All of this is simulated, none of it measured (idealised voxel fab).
process module | voxel wiring stack
cross-section cut | 240 nm wide | cells 5 nm
A cross-section is a grid of square cells, given in bands from the top down. A band is one or more rows of cells.
Each band's line starts with the height of the band's top and of its bottom, in nm. Then come its materials from left to right, each with its width in nm. One material with "throughout" fills the band from edge to edge. "air" is empty space.
Height 0 is the level under which the wafer as received is all one material. The lowest band goes on downwards, as in "0 down".
A width such as "30 to 40" changes by the same amount from each row of cells to the next, from the band's top row to its bottom row.
"no change" after a step means that no cell of the cross-section changed.
closed voids: empty space of 8 cells or more with no open way to the top, each as width x height at its distance from the left edge, in nm
after a step's settings: what the simulator itself notes on the step
overlay nm, on a step with a mask: how far to the right of its planned place the mask lay; to the left if negative
plan
1 op RECEIVE | material Si
2 op CONFORMAL_DEP | material SiO2 | thk nm 15
3 op DIRECTIONAL_DEP | material TiN | thk nm 5
4 op DIRECTIONAL_DEP | material Ru | thk nm 15
5 op PATTERN | tone cover | mask id METAL_1 | material resist | width nm 25 | pitch nm 55 | thk nm 15 | overlay nm 0
6 op DIRECTIONAL_ETCH | etch materials Ru | depth nm 15
7 op DIRECTIONAL_ETCH | etch materials TiN | depth nm 5
8 op STRIP | etch materials resist
9 op CONFORMAL_DEP | material SiCN | thk nm 5
10 op FILL_DEP | material lowk | thk nm 5
11 op CMP | height nm 35
12 op CONFORMAL_DEP | material SiCN | thk nm 5
13 op DIRECTIONAL_DEP | material SiO2 | thk nm 30
14 op DIRECTIONAL_DEP | material aC | thk nm 10
15 op PATTERN | tone open | mask id METAL_2_HOLES | material resist | width nm 15 | pitch nm 55 | thk nm 25 | overlay nm 0
16 op DIRECTIONAL_ETCH | etch materials aC | depth nm 10
17 op STRIP | etch materials resist
18 op DIRECTIONAL_ETCH | etch materials SiO2 | depth nm 30
19 op STRIP | etch materials aC
20 op DIRECTIONAL_DEP | material aC | thk nm 15
21 op PATTERN | tone open | mask id METAL_2 | material resist | width nm 25 | pitch nm 55 | thk nm 35 | overlay nm 0
22 op DIRECTIONAL_ETCH | etch materials aC | depth nm 15
23 op STRIP | etch materials resist
24 op DIRECTIONAL_ETCH | etch materials SiO2 | depth nm 15
25 op DIRECTIONAL_ETCH | etch materials SiCN | depth nm 5
26 op STRIP | etch materials aC
27 op CONFORMAL_DEP | material TiN | thk nm 5
28 op FILL_DEP | material Ru | thk nm 5
29 op CMP | height nm 70
30 op CONFORMAL_DEP | material SiCN | thk nm 5
as received, after step 1
  0 down: Si throughout
  closed voids: none
first wafer at the end, as planned
  75 to 70: SiCN throughout
  70 to 60: SiO2 50 | TiN 5 | Ru 15 | TiN 5 | SiO2 30 | TiN 5 | Ru 15 | TiN 5 | SiO2 30 | TiN 5 | Ru 15 | TiN 5 | SiO2 55
  60 to 55: SiO2 50 | TiN 5 | Ru 5 | TiN 15 | SiO2 30 | TiN 5 | Ru 5 | TiN 15 | SiO2 30 | TiN 5 | Ru 5 | TiN 15 | SiO2 55
  55 to 40: SiO2 50 | TiN 5 | Ru 5 | TiN 5 | SiO2 40 | TiN 5 | Ru 5 | TiN 5 | SiO2 40 | TiN 5 | Ru 5 | TiN 5 | SiO2 65
  40 to 35: SiCN 50 | TiN 15 | SiCN 40 | TiN 15 | SiCN 40 | TiN 15 | SiCN 65
  35 to 20: lowk 45 | SiCN 5 | Ru 25 | SiCN 5 | lowk 20 | SiCN 5 | Ru 25 | SiCN 5 | lowk 20 | SiCN 5 | Ru 25 | SiCN 5 | lowk 50
  20 to 15: SiCN 50 | TiN 25 | SiCN 30 | TiN 25 | SiCN 30 | TiN 25 | SiCN 55
  15 to 0: SiO2 throughout
  0 down: Si throughout
  closed voids: none
second wafer at the end: like start, like plan, one mistake
  75 to 70: SiCN throughout
  70 to 60: SiO2 50 | TiN 5 | Ru 15 | TiN 5 | SiO2 30 | TiN 5 | Ru 15 | TiN 5 | SiO2 30 | TiN 5 | Ru 15 | TiN 5 | SiO2 55
  60 to 55: SiO2 50 | TiN 5 | Ru 5 | TiN 15 | SiO2 30 | TiN 5 | Ru 5 | TiN 15 | SiO2 30 | TiN 5 | Ru 5 | TiN 15 | SiO2 55
  55 to 40: SiO2 50 | TiN 5 | Ru 5 | TiN 5 | SiO2 40 | TiN 5 | Ru 5 | TiN 5 | SiO2 40 | TiN 5 | Ru 5 | TiN 5 | SiO2 65
  40 to 35: SiCN 50 | TiN 15 | SiCN 40 | TiN 15 | SiCN 40 | TiN 15 | SiCN 65
  35 to 20: Ru 50 | SiCN 5 | lowk 15 | SiCN 5 | Ru 30 | SiCN 5 | lowk 15 | SiCN 5 | Ru 30 | SiCN 5 | lowk 15 | SiCN 5 | Ru 55
  20 to 15: TiN 50 | SiCN 25 | TiN 30 | SiCN 25 | TiN 30 | SiCN 25 | TiN 55
  15 to 0: SiO2 throughout
  0 down: Si throughout
  closed voids: none
what went wrong: step 5 ran as: op PATTERN | tone open | mask id METAL_1 | material resist | width nm 25 | pitch nm 55 | thk nm 15 | overlay nm 0
at the end the second wafer has, in cells: 54 more of Ru | 18 fewer of SiCN | 18 more of TiN | 54 fewer of lowk
